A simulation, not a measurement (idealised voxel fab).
You're looking at the process module voxel self aligned contacts.
Pictured: cross-section cut, 240 nm wide, on a grid of 5 nm square cells.
Cross-section spec: square-cell grid; bands listed top down; each band is one or more rows.
Look at the band entry: it leads with the top's height and the bottom's height in nm. Then it lists the materials left to right, with a width in nm for each. The word "edge to edge" on a single material says that material fills the band edge to edge. The word "empty" is empty space.
Ref level 0: as-received wafer is one material below here. Bottom band extends down with no lower bound ("0 nm and below").
The expression "30..40" gives the width at the extremes of the band, the first number at its top row of cells and the second at its bottom row, with the width changing by equal amounts from each row to the next in between.
The designation "identical to before", where it is given for a processing step, indicates that no cell of the cross-section was altered in the course of that step.
The label "Enclosed void catalog" introduces a list of the empty spaces, 8 cells or larger, that have no open way up to the top; each entry in it reads width x height at distance, where the distance is taken from the left edge and all three are stated in nm.
Anything after a step's settings on that line? It's the simulator's own note about the step.
overlay nm: mask right of planned place by this much (step with mask). Neg. = left.
**So here's the lineup of process steps we planned**
1 RECEIVE | material Si
2 OXIDIZE | depth nm 5
3 DIRECTIONAL_DEP | material polySi | thk nm 30
4 DIRECTIONAL_DEP | material SiN | thk nm 20
5 PATTERN | tone cover | mask id GATE | material resist | width nm 35 | pitch nm 70 | thk nm 15 | overlay nm 0
6 DIRECTIONAL_ETCH | etch materials SiN | depth nm 20
7 DIRECTIONAL_ETCH | etch materials polySi | depth nm 30
8 STRIP | etch materials resist
9 CONFORMAL_DEP | material SiN | thk nm 10
10 DIRECTIONAL_ETCH | etch materials SiN | depth nm 10
11 FILL_DEP | material SiO2 | thk nm 15
12 CMP | height nm 60
13 DIRECTIONAL_DEP | material aC | thk nm 10
14 PATTERN | tone open | mask id CONTACT | material resist | width nm 55 | pitch nm 70 | thk nm 30 | overlay nm 0
15 DIRECTIONAL_ETCH | etch materials aC | depth nm 10
16 STRIP | etch materials resist
17 DIRECTIONAL_ETCH | etch materials SiO2 | depth nm 65
18 STRIP | etch materials aC
19 CONFORMAL_DEP | material TiN | thk nm 5
20 FILL_DEP | material W | thk nm 5
21 CMP | height nm 60
22 CONFORMAL_DEP | material SiCN | thk nm 5
**Wafer at receipt (post step 1), cross-section**
0 nm and below: Si edge to edge
Enclosed void catalog: none
**Cross-sectional result after module completion. Note: starting condition and plan are unchanged from above; one processing mistake was made**
70 nm to 65 nm: SiCN edge to edge
65 nm to 60 nm: TiN 60 nm; W 45 nm; TiN 25 nm; W 45 nm; TiN 65 nm
60 nm to 50 nm: SiO2 55 nm; TiN 5..25 nm; W 45..5 nm; TiN 5..25 nm; SiO2 15 nm; TiN 5..25 nm; W 45..5 nm; TiN 5..25 nm; SiO2 60 nm
50 nm to 30 nm: SiO2 20 nm; SiN 55 nm; TiN 5 nm; W 5 nm; TiN 5 nm; SiN 55 nm; TiN 5 nm; W 5 nm; TiN 5 nm; SiN 55 nm; SiO2 25 nm
30 nm to 0 nm: SiO2 20 nm; SiN 10 nm; polySi 35 nm; SiN 10 nm; TiN 5 nm; W 5 nm; TiN 5 nm; SiN 10 nm; polySi 35 nm; SiN 10 nm; TiN 5 nm; W 5 nm; TiN 5 nm; SiN 10 nm; polySi 35 nm; SiN 10 nm; SiO2 25 nm
0 nm to -5 nm: SiO2 75 nm; TiN 15 nm; SiO2 55 nm; TiN 15 nm; SiO2 80 nm
-5 nm and below: Si edge to edge
Enclosed void catalog: none
The plan and the run diverged here: step 21 ran with different settings than intended, the actual operation and settings being CMP | height nm 65
